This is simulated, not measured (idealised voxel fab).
process module | voxel spacer lines
cross-section cut | 175 nm wide | cells 5 nm
A cross-section is a grid of square cells, given in bands from the top down. A band is one or more rows of cells.
Each band's line starts with the height of the band's top and of its bottom, in nm. Then come its materials from left to right, each with its width in nm. One material with "throughout" fills the band from edge to edge. "air" is empty space.
Height 0 is the level under which the wafer as received is all one material. The lowest band goes on downwards, as in "0 down".
A width such as "30 to 40" changes by the same amount from each row of cells to the next, from the band's top row to its bottom row.
"no change" after a step means that no cell of the cross-section changed.
closed voids: empty space of 8 cells or more with no open way to the top, each as width x height at its distance from the left edge, in nm
after a step's settings: what the simulator itself notes on the step
overlay nm, on a step with a mask: how far to the right of its planned place the mask lay; to the left if negative
plan
1 op RECEIVE | material Si
2 op CONFORMAL_DEP | material Al2O3 | thk nm 10
3 op DIRECTIONAL_DEP | material TiN | thk nm 10
4 op DIRECTIONAL_DEP | material aC | thk nm 30
5 op PATTERN | tone cover | mask id MANDREL | material resist | width nm 15 | pitch nm 60 | thk nm 40 | overlay nm 0
6 op DIRECTIONAL_ETCH | etch materials aC | depth nm 30
7 op STRIP | etch materials resist
8 op CONFORMAL_DEP | material SiN | thk nm 10
9 op DIRECTIONAL_ETCH | etch materials SiN | depth nm 10
10 op STRIP | etch materials aC
11 op DIRECTIONAL_ETCH | etch materials TiN | depth nm 10
12 op STRIP | etch materials SiN
varied across the wafers: width nm of step 5. The plan shows the first wafer's value. All wafers start alike
first wafer as received, after step 1
  0 down: Si throughout
  closed voids: none
each wafer at the end: cells of each material gained (+) or lost (-) since it was received, then its closed voids
width nm 15 | +70 Al2O3 | +16 TiN | closed voids: none
width nm 20 | +70 Al2O3 | +16 TiN | closed voids: none
width nm 25 | +70 Al2O3 | +16 TiN | closed voids: none
width nm 30 | +70 Al2O3 | +16 TiN | closed voids: none
width nm 35 | +70 Al2O3 | +16 TiN | closed voids: none
